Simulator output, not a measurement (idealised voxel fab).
process module | voxel self aligned contacts
cross-section cut | 275 nm wide | cells 5 nm
A cross-section is a grid of square cells, given in bands from the top down. A band is one or more rows of cells.
Each band's line starts with the height of the band's top and of its bottom, in nm. Then come its materials from left to right, each with its width in nm. One material with "throughout" fills the band from edge to edge. "air" is empty space.
Height 0 is the level under which the wafer as received is all one material. The lowest band goes on downwards, as in "0 down".
A width such as "30 to 40" changes by the same amount from each row of cells to the next, from the band's top row to its bottom row.
"no change" after a step means that no cell of the cross-section changed.
closed voids: empty space of 8 cells or more with no open way to the top, each as width x height at its distance from the left edge, in nm
after a step's settings: what the simulator itself notes on the step
overlay nm, on a step with a mask: how far to the right of its planned place the mask lay; to the left if negative
plan
1 op RECEIVE | material Si
2 op OXIDIZE | depth nm 5
3 op DIRECTIONAL_DEP | material polySi | thk nm 30
4 op DIRECTIONAL_DEP | material SiN | thk nm 20
5 op PATTERN | tone cover | mask id GATE | material resist | width nm 35 | pitch nm 70 | thk nm 20 | overlay nm 0
6 op DIRECTIONAL_ETCH | etch materials SiN | depth nm 20
7 op DIRECTIONAL_ETCH | etch materials polySi | depth nm 30
8 op STRIP | etch materials resist
9 op CONFORMAL_DEP | material SiN | thk nm 5
10 op DIRECTIONAL_ETCH | etch materials SiN | depth nm 5
11 op FILL_DEP | material SiO2 | thk nm 15
12 op CMP | height nm 60
13 op PATTERN | tone open | mask id CONTACT | material resist | width nm 55 | pitch nm 70 | thk nm 20 | overlay nm 0
14 op DIRECTIONAL_ETCH | etch materials SiO2 | depth nm 65
15 op STRIP | etch materials resist
16 op CONFORMAL_DEP | material TiN | thk nm 5
17 op FILL_DEP | material W | thk nm 5
18 op CMP | height nm 60
19 op CONFORMAL_DEP | material SiN | thk nm 5
as received, after step 1
  0 down: Si throughout
  closed voids: none
first wafer at the end, as planned
  65 to 60: SiN throughout
  60 to 50: SiO2 75 | TiN 5 to 20 | W 45 to 15 | TiN 5 to 20 | SiO2 15 | TiN 5 to 20 | W 45 to 15 | TiN 5 to 20 | SiO2 75
  50 to 30: SiO2 45 | SiN 45 | TiN 5 | W 15 | TiN 5 | SiN 45 | TiN 5 | W 15 | TiN 5 | SiN 45 | SiO2 45
  30 to 0: SiO2 45 | SiN 5 | polySi 35 | SiN 5 | TiN 5 | W 15 | TiN 5 | SiN 5 | polySi 35 | SiN 5 | TiN 5 | W 15 | TiN 5 | SiN 5 | polySi 35 | SiN 5 | SiO2 45
  0 to -5: SiO2 90 | TiN 25 | SiO2 45 | TiN 25 | SiO2 90
  -5 down: Si throughout
  closed voids: none
second wafer at the end: like start, like plan, one mistake
  65 to 60: SiO2 throughout
  60 to 50: SiO2 75 | TiN 5 to 20 | W 45 to 15 | TiN 5 to 20 | SiO2 15 | TiN 5 to 20 | W 45 to 15 | TiN 5 to 20 | SiO2 75
  50 to 30: SiO2 45 | SiN 45 | TiN 5 | W 15 | TiN 5 | SiN 45 | TiN 5 | W 15 | TiN 5 | SiN 45 | SiO2 45
  30 to 0: SiO2 45 | SiN 5 | polySi 35 | SiN 5 | TiN 5 | W 15 | TiN 5 | SiN 5 | polySi 35 | SiN 5 | TiN 5 | W 15 | TiN 5 | SiN 5 | polySi 35 | SiN 5 | SiO2 45
  0 to -5: SiO2 90 | TiN 25 | SiO2 45 | TiN 25 | SiO2 90
  -5 down: Si throughout
  closed voids: none
what went wrong: step 19 ran as: op CONFORMAL_DEP | material SiO2 | thk nm 5
at the end the second wafer has, in cells: 55 fewer of SiN | 55 more of SiO2
